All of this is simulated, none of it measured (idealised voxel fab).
Process module under the name voxel tone inversion
For reference, the cross-section in this document is cut, with width 230 nm and square cells of 5 nm.
Cross-section, as written here: a square-cell grid given band by band from the top down, where a band holds one or more rows of cells.
A band entry consists of two parts. The first gives the height of the band's top and the height of its bottom, in nm. The rest lists the band's materials from left to right, each with its width in nm. A single material labelled with the word "everywhere" fills the band from edge to edge, and the word "air" marks empty space.
Heights are expressed relative to 0, this being the level below which the as-received wafer comprises one material exclusively. The lowest band is unbounded in the downward direction and is denoted as in "0 down".
Per-row width for "30..40": begins at first number (top row of band), ends at second number (bottom row), increment between rows held constant.
"remained the same" (step): cross-section cells unchanged, all of them.
In "Sealed-off cavities" the enclosed voids are listed, meaning empty spaces of 8 cells or larger without any opening to the top. The form is width x height at distance, distance from the left edge, units nm.
That trailing text on a step's line, after the settings, is the simulator's own remark on the step.
"overlay nm" on a masked step: distance the mask lay right of its planned place, negative for left.

Steps planned for the process:
1,RECEIVE,material Si
2,CONFORMAL_DEP,material SiCN,thk nm 10
3,DIRECTIONAL_DEP,material aC,thk nm 25
4,PATTERN,tone cover,mask id POSTS,material resist,width nm 20,pitch nm 35,thk nm 30,overlay nm 0
5,DIRECTIONAL_ETCH,etch materials aC,depth nm 25
6,STRIP,etch materials resist
7,FILL_DEP,material SiO2,thk nm 10
8,CMP,height nm 35
9,STRIP,etch materials aC

Cross-section of the wafer upon arrival, representing the state reached after step 1:
    0 down  Si everywhere
    Sealed-off cavities: none

Here's the wafer cut in cross-section after the module, started and planned just like above, except one thing was done wrong in the run:
    35 to 15  70 nm SiO2 / 20 nm air / 15 nm SiO2 / 20 nm air / 15 nm SiO2 / 20 nm air / 70 nm SiO2
    15 to 0  SiCN everywhere
    0 down  Si everywhere
    Sealed-off cavities: none
In executing the process, a mistake was made relative to the plan: step 2 changed vs plan, executed as CONFORMAL_DEP,material SiCN,thk nm 15
